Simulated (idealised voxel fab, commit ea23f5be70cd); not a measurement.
process module | voxel tone inversion
cross-section cut | 140 nm wide | cells 5 nm
A cross-section is a grid of square cells, given in bands from the top down. A band is one or more rows of cells.
Each band's line starts with the height of the band's top and of its bottom, in nm. Then come its materials from left to right, each with its width in nm. One material with "throughout" fills the band from edge to edge. "air" is empty space.
Height 0 is the level under which the wafer as received is all one material. The lowest band goes on downwards, as in "0 down".
A width such as "30 to 40" changes by the same amount from each row of cells to the next, from the band's top row to its bottom row.
"no change" after a step means that no cell of the cross-section changed.
closed voids: empty space of 8 cells or more with no open way to the top, each as width x height at its distance from the left edge, in nm
after a step's settings: what the simulator itself notes on the step
overlay nm, on a step with a mask: how far to the right of its planned place the mask lay; to the left if negative
plan
1 op RECEIVE | material Si
2 op CONFORMAL_DEP | material SiCN | thk nm 10
3 op DIRECTIONAL_DEP | material polySi | thk nm 15
4 op PATTERN | tone cover | mask id POSTS | material resist | width nm 15 | pitch nm 50 | thk nm 25 | overlay nm 0
5 op DIRECTIONAL_ETCH | etch materials polySi | depth nm 15
6 op STRIP | etch materials resist
7 op FILL_DEP | material SiO2 | thk nm 5
8 op CMP | height nm 25
9 op STRIP | etch materials polySi
varied across the wafers: width nm of step 4. The plan shows the first wafer's value. All wafers start alike
first wafer as received, after step 1
  0 down: Si throughout
  closed voids: none
each wafer at the end: cells of each material gained (+) or lost (-) since it was received, then its closed voids
width nm 15 | +56 SiCN | +66 SiO2 | closed voids: none
width nm 20 | +56 SiCN | +60 SiO2 | closed voids: none
width nm 25 | +56 SiCN | +54 SiO2 | closed voids: none
width nm 30 | +56 SiCN | +48 SiO2 | closed voids: none
width nm 35 | +56 SiCN | +42 SiO2 | closed voids: none
